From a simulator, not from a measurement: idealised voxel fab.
The name of this process module is voxel wiring stack.
Each square cell in cross-section cut measures 5 nm, and the section as a whole is 290 nm wide.
Notation: cross-section as square-cell grid; stated in bands, top first, going down; one or more cell rows per band.
Band: top and bottom heights (nm) first, top before bottom; then materials from left to right, widths in nm. "throughout" marks a sole material filling the band edge to edge. "blank" denotes empty space.
It should be noted that heights are counted from 0, beneath which the wafer as supplied is of one material throughout, and that the lowest band possesses no lower boundary but continues downward, as written in "top 0, no bottom".
Width spec "30->40" -> top row of cells at first value, bottom row at second value, equal per-row change in between.
When a step is marked "nothing was modified", none of the cells in the cross-section changed during that step.
Reported under the label "Closed void catalog" are the empty spaces having no open way to the top and comprising 8 cells or more; the notation for each is width x height at distance, in which the distance is measured from the left edge and all three values are in nm.
The remark found on a step's line after its settings is issued by the simulator itself and pertains to that step.
overlay nm: how far to the right of its planned place the mask lay on this masked step (negative: to the left).

# The planned process steps are enumerated hereunder
1: RECEIVE (material Si)
2: CONFORMAL_DEP (material SiO2; thk nm 15)
3: DIRECTIONAL_DEP (material TiN; thk nm 5)
4: DIRECTIONAL_DEP (material W; thk nm 15)
5: DIRECTIONAL_DEP (material aC; thk nm 10)
6: PATTERN (tone cover; mask id METAL_1; material resist; width nm 25; pitch nm 50; thk nm 25; overlay nm 0)
7: DIRECTIONAL_ETCH (etch materials aC; depth nm 10)
8: STRIP (etch materials resist)
9: DIRECTIONAL_ETCH (etch materials W; depth nm 15)
10: DIRECTIONAL_ETCH (etch materials TiN; depth nm 5)
11: STRIP (etch materials aC)
12: FILL_DEP (material SiO2; thk nm 5)
13: CMP (height nm 35)
14: CONFORMAL_DEP (material SiCN; thk nm 5)
15: DIRECTIONAL_DEP (material SiO2; thk nm 20)
16: MASKED_ETCH (tone open; mask id PLUG_1; width nm 15; etch materials SiO2; depth nm 20; overlay nm 0)
17: MASKED_ETCH (tone open; mask id PLUG_1; width nm 15; etch materials SiCN; depth nm 5; overlay nm 0)
18: EPI (material Ru; thk nm 10)
19: EPI (material Ru; thk nm 10)
20: EPI (material Ru; thk nm 5)
21: CONFORMAL_DEP (material SiCN; thk nm 5)
22: DIRECTIONAL_DEP (material lowk; thk nm 25)
23: PATTERN (tone open; mask id METAL_2; material resist; width nm 25; pitch nm 50; thk nm 20; overlay nm 0)
24: DIRECTIONAL_ETCH (etch materials lowk; depth nm 25)
25: DIRECTIONAL_ETCH (etch materials SiCN; depth nm 5)
26: STRIP (etch materials resist)
27: CONFORMAL_DEP (material TiN; thk nm 5)
28: FILL_DEP (material Ru; thk nm 5)
29: CMP (height nm 90)
30: EPI (material Ru; thk nm 5)
31: FILL_DEP (material SiCN; thk nm 5)
32: DIRECTIONAL_DEP (material SiO2; thk nm 20)
33: DIRECTIONAL_DEP (material aC; thk nm 10)
34: PATTERN (tone open; mask id PLUG_2; material resist; width nm 15; pitch nm 50; thk nm 25; overlay nm 0)
35: DIRECTIONAL_ETCH (etch materials aC; depth nm 10)
36: STRIP (etch materials resist)
37: DIRECTIONAL_ETCH (etch materials SiO2; depth nm 20)
38: DIRECTIONAL_ETCH (etch materials SiCN; depth nm 5)
39: STRIP (etch materials aC)
40: EPI (material Ru; thk nm 10)
41: EPI (material Ru; thk nm 10)
42: EPI (material Ru; thk nm 5)
43: CONFORMAL_DEP (material SiCN; thk nm 5)
44: DIRECTIONAL_DEP (material SiO2; thk nm 25)
45: DIRECTIONAL_DEP (material aC; thk nm 15)
46: PATTERN (tone open; mask id METAL_3; material resist; width nm 25; pitch nm 50; thk nm 35; overlay nm 0)
47: DIRECTIONAL_ETCH (etch materials aC; depth nm 15)
48: STRIP (etch materials resist)
49: DIRECTIONAL_ETCH (etch materials SiO2; depth nm 25)
50: DIRECTIONAL_ETCH (etch materials SiCN; depth nm 5)
51: STRIP (etch materials aC)
52: CONFORMAL_DEP (material TiN; thk nm 5)
53: FILL_DEP (material Cu; thk nm 5)
54: CMP (height nm 150)
55: CONFORMAL_DEP (material SiN; thk nm 5)

# First of two wafers, with the run carried out as planned

# Shown in cross-section is the wafer as received, that is, as it stands after step 1
  top 0, no bottom: Si throughout
  Closed void catalog: none

# Cross-sectional representation of the wafer at the conclusion of step 2
  top 15, bottom 0: SiO2 throughout
  Unchanged below 0.

# Cross-sectional representation of the wafer at the conclusion of step 3
  top 20, bottom 15: TiN throughout
  Unchanged below 15.

# Cross-sectional representation of the wafer at the conclusion of step 4
  top 35, bottom 20: W throughout
  Unchanged below 20.

# Cross-sectional representation of the wafer at the conclusion of step 5
  top 45, bottom 35: aC throughout
  Unchanged below 35.

# Cross-sectional representation of the wafer at the conclusion of step 6
  top 70, bottom 45: blank 105 nm, resist 25 nm, blank 25 nm, resist 25 nm, blank 110 nm
  Unchanged below 45.

# Cross-sectional representation of the wafer at the conclusion of step 7
  top 60, bottom 45: blank 105 nm, resist 25 nm, blank 25 nm, resist 25 nm, blank 110 nm
  top 45, bottom 35: blank 105 nm, aC 25 nm, blank 25 nm, aC 25 nm, blank 110 nm
  Unchanged below 35.

# Cross-sectional representation of the wafer at the conclusion of step 8
  top 45, bottom 35: blank 105 nm, aC 25 nm, blank 25 nm, aC 25 nm, blank 110 nm
  Unchanged below 35.

# Cross-sectional representation of the wafer at the conclusion of step 9
  top 45, bottom 35: blank 105 nm, aC 25 nm, blank 25 nm, aC 25 nm, blank 110 nm
  top 35, bottom 20: blank 105 nm, W 25 nm, blank 25 nm, W 25 nm, blank 110 nm
  Unchanged below 20.

# Cross-sectional representation of the wafer at the conclusion of step 10
  top 45, bottom 35: blank 105 nm, aC 25 nm, blank 25 nm, aC 25 nm, blank 110 nm
  top 35, bottom 20: blank 105 nm, W 25 nm, blank 25 nm, W 25 nm, blank 110 nm
  top 20, bottom 15: blank 105 nm, TiN 25 nm, blank 25 nm, TiN 25 nm, blank 110 nm
  Unchanged below 15.

# Cross-sectional representation of the wafer at the conclusion of step 11
  top 35, bottom 20: blank 105 nm, W 25 nm, blank 25 nm, W 25 nm, blank 110 nm
  Unchanged below 20.

# Cross-sectional representation of the wafer at the conclusion of step 12
  top 40, bottom 35: SiO2 throughout
  top 35, bottom 20: SiO2 105 nm, W 25 nm, SiO2 25 nm, W 25 nm, SiO2 110 nm
  top 20, bottom 15: SiO2 105 nm, TiN 25 nm, SiO2 25 nm, TiN 25 nm, SiO2 110 nm
  Unchanged below 15.

# Cross-sectional representation of the wafer at the conclusion of step 13
  top 35, bottom 20: SiO2 105 nm, W 25 nm, SiO2 25 nm, W 25 nm, SiO2 110 nm
  Unchanged below 20.

# Cross-sectional representation of the wafer at the conclusion of step 14
  top 40, bottom 35: SiCN throughout
  Unchanged below 35.

# Cross-sectional representation of the wafer at the conclusion of step 15
  top 60, bottom 40: SiO2 throughout
  Unchanged below 40.

# Cross-sectional representation of the wafer at the conclusion of step 16
  top 60, bottom 40: SiO2 105 nm, blank 15 nm, SiO2 170 nm
  Unchanged below 40.

# Cross-sectional representation of the wafer at the conclusion of step 17
  top 60, bottom 40: SiO2 105 nm, blank 15 nm, SiO2 170 nm
  top 40, bottom 35: SiCN 105 nm, blank 15 nm, SiCN 170 nm
  Unchanged below 35.

# Cross-sectional representation of the wafer at the conclusion of step 18
  top 60, bottom 45: SiO2 105 nm, blank 15 nm, SiO2 170 nm
  top 45, bottom 40: SiO2 105 nm, Ru 15 nm, SiO2 170 nm
  top 40, bottom 35: SiCN 105 nm, Ru 15 nm, SiCN 170 nm
  Unchanged below 35.

# Cross-sectional representation of the wafer at the conclusion of step 19
  top 60, bottom 55: SiO2 105 nm, blank 15 nm, SiO2 170 nm
  top 55, bottom 40: SiO2 105 nm, Ru 15 nm, SiO2 170 nm
  Unchanged below 40.

# Cross-sectional representation of the wafer at the conclusion of step 20
  top 60, bottom 40: SiO2 105 nm, Ru 15 nm, SiO2 170 nm
  Unchanged below 40.

# Cross-sectional representation of the wafer at the conclusion of step 21
  top 65, bottom 60: SiCN throughout
  Unchanged below 60.

# Cross-sectional representation of the wafer at the conclusion of step 22
  top 90, bottom 65: lowk throughout
  Unchanged below 65.

# Cross-sectional representation of the wafer at the conclusion of step 23
  top 110, bottom 90: resist 105 nm, blank 25 nm, resist 25 nm, blank 25 nm, resist 110 nm
  Unchanged below 90.

# Cross-sectional representation of the wafer at the conclusion of step 24
  top 110, bottom 90: resist 105 nm, blank 25 nm, resist 25 nm, blank 25 nm, resist 110 nm
  top 90, bottom 65: lowk 105 nm, blank 25 nm, lowk 25 nm, blank 25 nm, lowk 110 nm
  Unchanged below 65.

# Cross-sectional representation of the wafer at the conclusion of step 25
  top 110, bottom 90: resist 105 nm, blank 25 nm, resist 25 nm, blank 25 nm, resist 110 nm
  top 90, bottom 65: lowk 105 nm, blank 25 nm, lowk 25 nm, blank 25 nm, lowk 110 nm
  top 65, bottom 60: SiCN 105 nm, blank 25 nm, SiCN 25 nm, blank 25 nm, SiCN 110 nm
  Unchanged below 60.

# Cross-sectional representation of the wafer at the conclusion of step 26
  top 90, bottom 65: lowk 105 nm, blank 25 nm, lowk 25 nm, blank 25 nm, lowk 110 nm
  Unchanged below 65.

# Cross-sectional representation of the wafer at the conclusion of step 27
  top 95, bottom 90: TiN 110 nm, blank 15 nm, TiN 35 nm, blank 15 nm, TiN 115 nm
  top 90, bottom 65: lowk 105 nm, TiN 5 nm, blank 15 nm, TiN 5 nm, lowk 25 nm, TiN 5 nm, blank 15 nm, TiN 5 nm, lowk 110 nm
  top 65, bottom 60: SiCN 105 nm, TiN 25 nm, SiCN 25 nm, TiN 25 nm, SiCN 110 nm
  Unchanged below 60.

# Cross-sectional representation of the wafer at the conclusion of step 28
  top 100, bottom 95: Ru throughout
  top 95, bottom 90: TiN 110 nm, Ru 15 nm, TiN 35 nm, Ru 15 nm, TiN 115 nm
  top 90, bottom 65: lowk 105 nm, TiN 5 nm, Ru 15 nm, TiN 5 nm, lowk 25 nm, TiN 5 nm, Ru 15 nm, TiN 5 nm, lowk 110 nm
  Unchanged below 65.

# Cross-sectional representation of the wafer at the conclusion of step 29
  top 90, bottom 65: lowk 105 nm, TiN 5 nm, Ru 15 nm, TiN 5 nm, lowk 25 nm, TiN 5 nm, Ru 15 nm, TiN 5 nm, lowk 110 nm
  Unchanged below 65.

# Cross-sectional representation of the wafer at the conclusion of step 30
  top 95, bottom 90: blank 100 nm, Ru 35 nm, blank 15 nm, Ru 35 nm, blank 105 nm
  Unchanged below 90.

# Cross-sectional representation of the wafer at the conclusion of step 31
  top 100, bottom 95: SiCN throughout
  top 95, bottom 90: SiCN 100 nm, Ru 35 nm, SiCN 15 nm, Ru 35 nm, SiCN 105 nm
  Unchanged below 90.

# Cross-sectional representation of the wafer at the conclusion of step 32
  top 120, bottom 100: SiO2 throughout
  Unchanged below 100.

# Cross-sectional representation of the wafer at the conclusion of step 33
  top 130, bottom 120: aC throughout
  Unchanged below 120.

# Cross-sectional representation of the wafer at the conclusion of step 34
  top 155, bottom 130: resist 105 nm, blank 15 nm, resist 35 nm, blank 15 nm, resist 120 nm
  Unchanged below 130.

# Cross-sectional representation of the wafer at the conclusion of step 35
  top 145, bottom 130: resist 105 nm, blank 15 nm, resist 35 nm, blank 15 nm, resist 120 nm
  top 130, bottom 120: aC 105 nm, blank 15 nm, aC 35 nm, blank 15 nm, aC 120 nm
  Unchanged below 120.

# Cross-sectional representation of the wafer at the conclusion of step 36
  top 130, bottom 120: aC 105 nm, blank 15 nm, aC 35 nm, blank 15 nm, aC 120 nm
  Unchanged below 120.

# Cross-sectional representation of the wafer at the conclusion of step 37
  top 130, bottom 120: aC 105 nm, blank 15 nm, aC 35 nm, blank 15 nm, aC 120 nm
  top 120, bottom 100: SiO2 105 nm, blank 15 nm, SiO2 35 nm, blank 15 nm, SiO2 120 nm
  Unchanged below 100.

# Cross-sectional representation of the wafer at the conclusion of step 38
  top 130, bottom 120: aC 105 nm, blank 15 nm, aC 35 nm, blank 15 nm, aC 120 nm
  top 120, bottom 100: SiO2 105 nm, blank 15 nm, SiO2 35 nm, blank 15 nm, SiO2 120 nm
  top 100, bottom 95: SiCN 105 nm, blank 15 nm, SiCN 35 nm, blank 15 nm, SiCN 120 nm
  Unchanged below 95.

# Cross-sectional representation of the wafer at the conclusion of step 39
  top 120, bottom 100: SiO2 105 nm, blank 15 nm, SiO2 35 nm, blank 15 nm, SiO2 120 nm
  Unchanged below 100.

# Cross-sectional representation of the wafer at the conclusion of step 40
  top 120, bottom 105: SiO2 105 nm, blank 15 nm, SiO2 35 nm, blank 15 nm, SiO2 120 nm
  top 105, bottom 100: SiO2 105 nm, Ru 15 nm, SiO2 35 nm, Ru 15 nm, SiO2 120 nm
  top 100, bottom 90: SiCN 105->100 nm, Ru 15->35 nm, SiCN 35->15 nm, Ru 15->35 nm, SiCN 120->105 nm
  Unchanged below 90.

# Cross-sectional representation of the wafer at the conclusion of step 41
  top 120, bottom 115: SiO2 105 nm, blank 15 nm, SiO2 35 nm, blank 15 nm, SiO2 120 nm
  top 115, bottom 100: SiO2 105 nm, Ru 15 nm, SiO2 35 nm, Ru 15 nm, SiO2 120 nm
  Unchanged below 100.

# Cross-sectional representation of the wafer at the conclusion of step 42
  top 120, bottom 100: SiO2 105 nm, Ru 15 nm, SiO2 35 nm, Ru 15 nm, SiO2 120 nm
  Unchanged below 100.

# Cross-sectional representation of the wafer at the conclusion of step 43
  top 125, bottom 120: SiCN throughout
  Unchanged below 120.

# Cross-sectional representation of the wafer at the conclusion of step 44
  top 150, bottom 125: SiO2 throughout
  Unchanged below 125.

# Cross-sectional representation of the wafer at the conclusion of step 45
  top 165, bottom 150: aC throughout
  Unchanged below 150.

# Cross-sectional representation of the wafer at the conclusion of step 46
  top 200, bottom 165: resist 105 nm, blank 25 nm, resist 25 nm, blank 25 nm, resist 110 nm
  Unchanged below 165.

# Cross-sectional representation of the wafer at the conclusion of step 47
  top 185, bottom 165: resist 105 nm, blank 25 nm, resist 25 nm, blank 25 nm, resist 110 nm
  top 165, bottom 150: aC 105 nm, blank 25 nm, aC 25 nm, blank 25 nm, aC 110 nm
  Unchanged below 150.

# Cross-sectional representation of the wafer at the conclusion of step 48
  top 165, bottom 150: aC 105 nm, blank 25 nm, aC 25 nm, blank 25 nm, aC 110 nm
  Unchanged below 150.

# Cross-sectional representation of the wafer at the conclusion of step 49
  top 165, bottom 150: aC 105 nm, blank 25 nm, aC 25 nm, blank 25 nm, aC 110 nm
  top 150, bottom 125: SiO2 105 nm, blank 25 nm, SiO2 25 nm, blank 25 nm, SiO2 110 nm
  Unchanged below 125.

# Cross-sectional representation of the wafer at the conclusion of step 50
  top 165, bottom 150: aC 105 nm, blank 25 nm, aC 25 nm, blank 25 nm, aC 110 nm
  top 150, bottom 125: SiO2 105 nm, blank 25 nm, SiO2 25 nm, blank 25 nm, SiO2 110 nm
  top 125, bottom 120: SiCN 105 nm, blank 25 nm, SiCN 25 nm, blank 25 nm, SiCN 110 nm
  Unchanged below 120.

# Cross-sectional representation of the wafer at the conclusion of step 51
  top 150, bottom 125: SiO2 105 nm, blank 25 nm, SiO2 25 nm, blank 25 nm, SiO2 110 nm
  Unchanged below 125.

# Cross-sectional representation of the wafer at the conclusion of step 52
  top 155, bottom 150: TiN 110 nm, blank 15 nm, TiN 35 nm, blank 15 nm, TiN 115 nm
  top 150, bottom 125: SiO2 105 nm, TiN 5 nm, blank 15 nm, TiN 5 nm, SiO2 25 nm, TiN 5 nm, blank 15 nm, TiN 5 nm, SiO2 110 nm
  top 125, bottom 120: SiCN 105 nm, TiN 25 nm, SiCN 25 nm, TiN 25 nm, SiCN 110 nm
  Unchanged below 120.

# Cross-sectional representation of the wafer at the conclusion of step 53
  top 160, bottom 155: Cu throughout
  top 155, bottom 150: TiN 110 nm, Cu 15 nm, TiN 35 nm, Cu 15 nm, TiN 115 nm
  top 150, bottom 125: SiO2 105 nm, TiN 5 nm, Cu 15 nm, TiN 5 nm, SiO2 25 nm, TiN 5 nm, Cu 15 nm, TiN 5 nm, SiO2 110 nm
  Unchanged below 125.

# Cross-sectional representation of the wafer at the conclusion of step 54
  top 150, bottom 125: SiO2 105 nm, TiN 5 nm, Cu 15 nm, TiN 5 nm, SiO2 25 nm, TiN 5 nm, Cu 15 nm, TiN 5 nm, SiO2 110 nm
  Unchanged below 125.

# Cross-sectional representation of the wafer at the conclusion of step 55
  top 155, bottom 150: SiN throughout
  Unchanged below 150.

# The second wafer was prepared from the same starting point and under the same plan as the first; its processing contained one mistake, and it remains indistinguishable from the first wafer up to and including step 17

# Cross-section of the second wafer at the time by which step 19 should have been completed according to the plan
  top 65, bottom 60: blank 100 nm, Ru 25 nm, blank 165 nm
  top 60, bottom 40: SiO2 105 nm, Ru 15 nm, SiO2 170 nm
  top 40, bottom 35: SiCN 105 nm, Ru 15 nm, SiCN 170 nm
  Unchanged below 35.

# Cross-section of the second wafer at the time by which step 20 should have been completed according to the plan
  top 70, bottom 60: blank 95 nm, Ru 35 nm, blank 160 nm
  Unchanged below 60.

# Cross-section of the second wafer at the time by which step 21 should have been completed according to the plan
  top 75, bottom 70: blank 90 nm, SiCN 45 nm, blank 155 nm
  top 70, bottom 65: blank 90 nm, SiCN 5 nm, Ru 35 nm, SiCN 5 nm, blank 155 nm
  top 65, bottom 60: SiCN 95 nm, Ru 35 nm, SiCN 160 nm
  Unchanged below 60.

# Cross-section of the second wafer at the time by which step 22 should have been completed according to the plan
  top 100, bottom 90: blank 90 nm, lowk 45 nm, blank 155 nm
  top 90, bottom 75: lowk throughout
  top 75, bottom 70: lowk 90 nm, SiCN 45 nm, lowk 155 nm
  top 70, bottom 65: lowk 90 nm, SiCN 5 nm, Ru 35 nm, SiCN 5 nm, lowk 155 nm
  Unchanged below 65.

# Cross-section of the second wafer at the time by which step 23 should have been completed according to the plan
  top 120, bottom 100: resist 105 nm, blank 25 nm, resist 25 nm, blank 25 nm, resist 110 nm
  top 100, bottom 90: resist 90 nm, lowk 45 nm, resist 20 nm, blank 25 nm, resist 110 nm
  Unchanged below 90.

# Cross-section of the second wafer at the time by which step 24 should have been completed according to the plan
  top 120, bottom 100: resist 105 nm, blank 25 nm, resist 25 nm, blank 25 nm, resist 110 nm
  top 100, bottom 90: resist 90 nm, lowk 15 nm, blank 25 nm, lowk 5 nm, resist 20 nm, blank 25 nm, resist 110 nm
  top 90, bottom 75: lowk 105 nm, blank 25 nm, lowk 25 nm, blank 25 nm, lowk 110 nm
  top 75, bottom 70: lowk 90 nm, SiCN 45 nm, lowk 20 nm, blank 25 nm, lowk 110 nm
  top 70, bottom 65: lowk 90 nm, SiCN 5 nm, Ru 35 nm, SiCN 5 nm, lowk 20 nm, blank 25 nm, lowk 110 nm
  Unchanged below 65.

# Cross-section of the second wafer at the time by which step 25 should have been completed according to the plan
  top 120, bottom 100: resist 105 nm, blank 25 nm, resist 25 nm, blank 25 nm, resist 110 nm
  top 100, bottom 90: resist 90 nm, lowk 15 nm, blank 25 nm, lowk 5 nm, resist 20 nm, blank 25 nm, resist 110 nm
  top 90, bottom 75: lowk 105 nm, blank 25 nm, lowk 25 nm, blank 25 nm, lowk 110 nm
  top 75, bottom 70: lowk 90 nm, SiCN 15 nm, blank 25 nm, SiCN 5 nm, lowk 20 nm, blank 25 nm, lowk 110 nm
  top 70, bottom 65: lowk 90 nm, SiCN 5 nm, Ru 35 nm, SiCN 5 nm, lowk 20 nm, blank 25 nm, lowk 110 nm
  top 65, bottom 60: SiCN 95 nm, Ru 35 nm, SiCN 25 nm, blank 25 nm, SiCN 110 nm
  Unchanged below 60.

# Cross-section of the second wafer at the time by which step 26 should have been completed according to the plan
  top 100, bottom 90: blank 90 nm, lowk 15 nm, blank 25 nm, lowk 5 nm, blank 155 nm
  Unchanged below 90.

# Cross-section of the second wafer at the time by which step 27 should have been completed according to the plan
  top 105, bottom 100: blank 85 nm, TiN 25 nm, blank 15 nm, TiN 15 nm, blank 150 nm
  top 100, bottom 95: blank 85 nm, TiN 5 nm, lowk 15 nm, TiN 5 nm, blank 15 nm, TiN 5 nm, lowk 5 nm, TiN 5 nm, blank 150 nm
  top 95, bottom 90: TiN 90 nm, lowk 15 nm, TiN 5 nm, blank 15 nm, TiN 5 nm, lowk 5 nm, TiN 25 nm, blank 15 nm, TiN 115 nm
  top 90, bottom 75: lowk 105 nm, TiN 5 nm, blank 15 nm, TiN 5 nm, lowk 25 nm, TiN 5 nm, blank 15 nm, TiN 5 nm, lowk 110 nm
  top 75, bottom 70: lowk 90 nm, SiCN 15 nm, TiN 25 nm, SiCN 5 nm, lowk 20 nm, TiN 5 nm, blank 15 nm, TiN 5 nm, lowk 110 nm
  top 70, bottom 65: lowk 90 nm, SiCN 5 nm, Ru 35 nm, SiCN 5 nm, lowk 20 nm, TiN 5 nm, blank 15 nm, TiN 5 nm, lowk 110 nm
  top 65, bottom 60: SiCN 95 nm, Ru 35 nm, SiCN 25 nm, TiN 25 nm, SiCN 110 nm
  Unchanged below 60.

# Cross-section of the second wafer at the time by which step 28 should have been completed according to the plan
  top 110, bottom 105: Ru throughout
  top 105, bottom 100: Ru 85 nm, TiN 25 nm, Ru 15 nm, TiN 15 nm, Ru 150 nm
  top 100, bottom 95: Ru 85 nm, TiN 5 nm, lowk 15 nm, TiN 5 nm, Ru 15 nm, TiN 5 nm, lowk 5 nm, TiN 5 nm, Ru 150 nm
  top 95, bottom 90: TiN 90 nm, lowk 15 nm, TiN 5 nm, Ru 15 nm, TiN 5 nm, lowk 5 nm, TiN 25 nm, Ru 15 nm, TiN 115 nm
  top 90, bottom 75: lowk 105 nm, TiN 5 nm, Ru 15 nm, TiN 5 nm, lowk 25 nm, TiN 5 nm, Ru 15 nm, TiN 5 nm, lowk 110 nm
  top 75, bottom 70: lowk 90 nm, SiCN 15 nm, TiN 25 nm, SiCN 5 nm, lowk 20 nm, TiN 5 nm, Ru 15 nm, TiN 5 nm, lowk 110 nm
  top 70, bottom 65: lowk 90 nm, SiCN 5 nm, Ru 35 nm, SiCN 5 nm, lowk 20 nm, TiN 5 nm, Ru 15 nm, TiN 5 nm, lowk 110 nm
  Unchanged below 65.

# Cross-section of the second wafer at the time by which step 29 should have been completed according to the plan
  top 90, bottom 75: lowk 105 nm, TiN 5 nm, Ru 15 nm, TiN 5 nm, lowk 25 nm, TiN 5 nm, Ru 15 nm, TiN 5 nm, lowk 110 nm
  Unchanged below 75.

# Cross-section of the second wafer at the time by which step 30 should have been completed according to the plan
  top 95, bottom 90: blank 100 nm, Ru 35 nm, blank 15 nm, Ru 35 nm, blank 105 nm
  Unchanged below 90.

# Cross-section of the second wafer at the time by which step 31 should have been completed according to the plan
  top 100, bottom 95: SiCN throughout
  top 95, bottom 90: SiCN 100 nm, Ru 35 nm, SiCN 15 nm, Ru 35 nm, SiCN 105 nm
  Unchanged below 90.

# Cross-section of the second wafer at the time by which step 32 should have been completed according to the plan
  top 120, bottom 100: SiO2 throughout
  Unchanged below 100.

# Cross-section of the second wafer at the time by which step 33 should have been completed according to the plan
  top 130, bottom 120: aC throughout
  Unchanged below 120.

# Cross-section of the second wafer at the time by which step 34 should have been completed according to the plan
  top 155, bottom 130: resist 105 nm, blank 15 nm, resist 35 nm, blank 15 nm, resist 120 nm
  Unchanged below 130.

# Cross-section of the second wafer at the time by which step 35 should have been completed according to the plan
  top 145, bottom 130: resist 105 nm, blank 15 nm, resist 35 nm, blank 15 nm, resist 120 nm
  top 130, bottom 120: aC 105 nm, blank 15 nm, aC 35 nm, blank 15 nm, aC 120 nm
  Unchanged below 120.

# Cross-section of the second wafer at the time by which step 36 should have been completed according to the plan
  top 130, bottom 120: aC 105 nm, blank 15 nm, aC 35 nm, blank 15 nm, aC 120 nm
  Unchanged below 120.

# Cross-section of the second wafer at the time by which step 37 should have been completed according to the plan
  top 130, bottom 120: aC 105 nm, blank 15 nm, aC 35 nm, blank 15 nm, aC 120 nm
  top 120, bottom 100: SiO2 105 nm, blank 15 nm, SiO2 35 nm, blank 15 nm, SiO2 120 nm
  Unchanged below 100.

# Cross-section of the second wafer at the time by which step 38 should have been completed according to the plan
  top 130, bottom 120: aC 105 nm, blank 15 nm, aC 35 nm, blank 15 nm, aC 120 nm
  top 120, bottom 100: SiO2 105 nm, blank 15 nm, SiO2 35 nm, blank 15 nm, SiO2 120 nm
  top 100, bottom 95: SiCN 105 nm, blank 15 nm, SiCN 35 nm, blank 15 nm, SiCN 120 nm
  Unchanged below 95.

# Cross-section of the second wafer at the time by which step 39 should have been completed according to the plan
  top 120, bottom 100: SiO2 105 nm, blank 15 nm, SiO2 35 nm, blank 15 nm, SiO2 120 nm
  Unchanged below 100.

# Cross-section of the second wafer at the time by which step 40 should have been completed according to the plan
  top 120, bottom 105: SiO2 105 nm, blank 15 nm, SiO2 35 nm, blank 15 nm, SiO2 120 nm
  top 105, bottom 100: SiO2 105 nm, Ru 15 nm, SiO2 35 nm, Ru 15 nm, SiO2 120 nm
  top 100, bottom 90: SiCN 105->100 nm, Ru 15->35 nm, SiCN 35->15 nm, Ru 15->35 nm, SiCN 120->105 nm
  Unchanged below 90.

# Cross-section of the second wafer at the time by which step 41 should have been completed according to the plan
  top 120, bottom 115: SiO2 105 nm, blank 15 nm, SiO2 35 nm, blank 15 nm, SiO2 120 nm
  top 115, bottom 100: SiO2 105 nm, Ru 15 nm, SiO2 35 nm, Ru 15 nm, SiO2 120 nm
  Unchanged below 100.

# Cross-section of the second wafer at the time by which step 42 should have been completed according to the plan
  top 120, bottom 100: SiO2 105 nm, Ru 15 nm, SiO2 35 nm, Ru 15 nm, SiO2 120 nm
  Unchanged below 100.

# Cross-section of the second wafer at the time by which step 43 should have been completed according to the plan
  top 125, bottom 120: SiCN throughout
  Unchanged below 120.

# Cross-section of the second wafer at the time by which step 44 should have been completed according to the plan
  top 150, bottom 125: SiO2 throughout
  Unchanged below 125.

# Cross-section of the second wafer at the time by which step 45 should have been completed according to the plan
  top 165, bottom 150: aC throughout
  Unchanged below 150.

# Cross-section of the second wafer at the time by which step 46 should have been completed according to the plan
  top 200, bottom 165: resist 105 nm, blank 25 nm, resist 25 nm, blank 25 nm, resist 110 nm
  Unchanged below 165.

# Cross-section of the second wafer at the time by which step 47 should have been completed according to the plan
  top 185, bottom 165: resist 105 nm, blank 25 nm, resist 25 nm, blank 25 nm, resist 110 nm
  top 165, bottom 150: aC 105 nm, blank 25 nm, aC 25 nm, blank 25 nm, aC 110 nm
  Unchanged below 150.

# Cross-section of the second wafer at the time by which step 48 should have been completed according to the plan
  top 165, bottom 150: aC 105 nm, blank 25 nm, aC 25 nm, blank 25 nm, aC 110 nm
  Unchanged below 150.

# Cross-section of the second wafer at the time by which step 49 should have been completed according to the plan
  top 165, bottom 150: aC 105 nm, blank 25 nm, aC 25 nm, blank 25 nm, aC 110 nm
  top 150, bottom 125: SiO2 105 nm, blank 25 nm, SiO2 25 nm, blank 25 nm, SiO2 110 nm
  Unchanged below 125.

# Cross-section of the second wafer at the time by which step 50 should have been completed according to the plan
  top 165, bottom 150: aC 105 nm, blank 25 nm, aC 25 nm, blank 25 nm, aC 110 nm
  top 150, bottom 125: SiO2 105 nm, blank 25 nm, SiO2 25 nm, blank 25 nm, SiO2 110 nm
  top 125, bottom 120: SiCN 105 nm, blank 25 nm, SiCN 25 nm, blank 25 nm, SiCN 110 nm
  Unchanged below 120.

# Cross-section of the second wafer at the time by which step 51 should have been completed according to the plan
  top 150, bottom 125: SiO2 105 nm, blank 25 nm, SiO2 25 nm, blank 25 nm, SiO2 110 nm
  Unchanged below 125.

# Cross-section of the second wafer at the time by which step 52 should have been completed according to the plan
  top 155, bottom 150: TiN 110 nm, blank 15 nm, TiN 35 nm, blank 15 nm, TiN 115 nm
  top 150, bottom 125: SiO2 105 nm, TiN 5 nm, blank 15 nm, TiN 5 nm, SiO2 25 nm, TiN 5 nm, blank 15 nm, TiN 5 nm, SiO2 110 nm
  top 125, bottom 120: SiCN 105 nm, TiN 25 nm, SiCN 25 nm, TiN 25 nm, SiCN 110 nm
  Unchanged below 120.

# Cross-section of the second wafer at the time by which step 53 should have been completed according to the plan
  top 160, bottom 155: Cu throughout
  top 155, bottom 150: TiN 110 nm, Cu 15 nm, TiN 35 nm, Cu 15 nm, TiN 115 nm
  top 150, bottom 125: SiO2 105 nm, TiN 5 nm, Cu 15 nm, TiN 5 nm, SiO2 25 nm, TiN 5 nm, Cu 15 nm, TiN 5 nm, SiO2 110 nm
  Unchanged below 125.

# Cross-section of the second wafer at the time by which step 54 should have been completed according to the plan
  top 150, bottom 125: SiO2 105 nm, TiN 5 nm, Cu 15 nm, TiN 5 nm, SiO2 25 nm, TiN 5 nm, Cu 15 nm, TiN 5 nm, SiO2 110 nm
  Unchanged below 125.

# Cross-section of the second wafer at the time by which step 55 should have been completed according to the plan
  top 155, bottom 150: SiN throughout
  Unchanged below 150.
The mistake made against the process plan was this: one of the matching steps 18 and 19 was carried out twice, and there is no way to identify which
Per the end-of-run cell counts, the second wafer holds more or fewer of some materials than the first: Ru +8 | SiCN +4 | TiN -4 | lowk -8
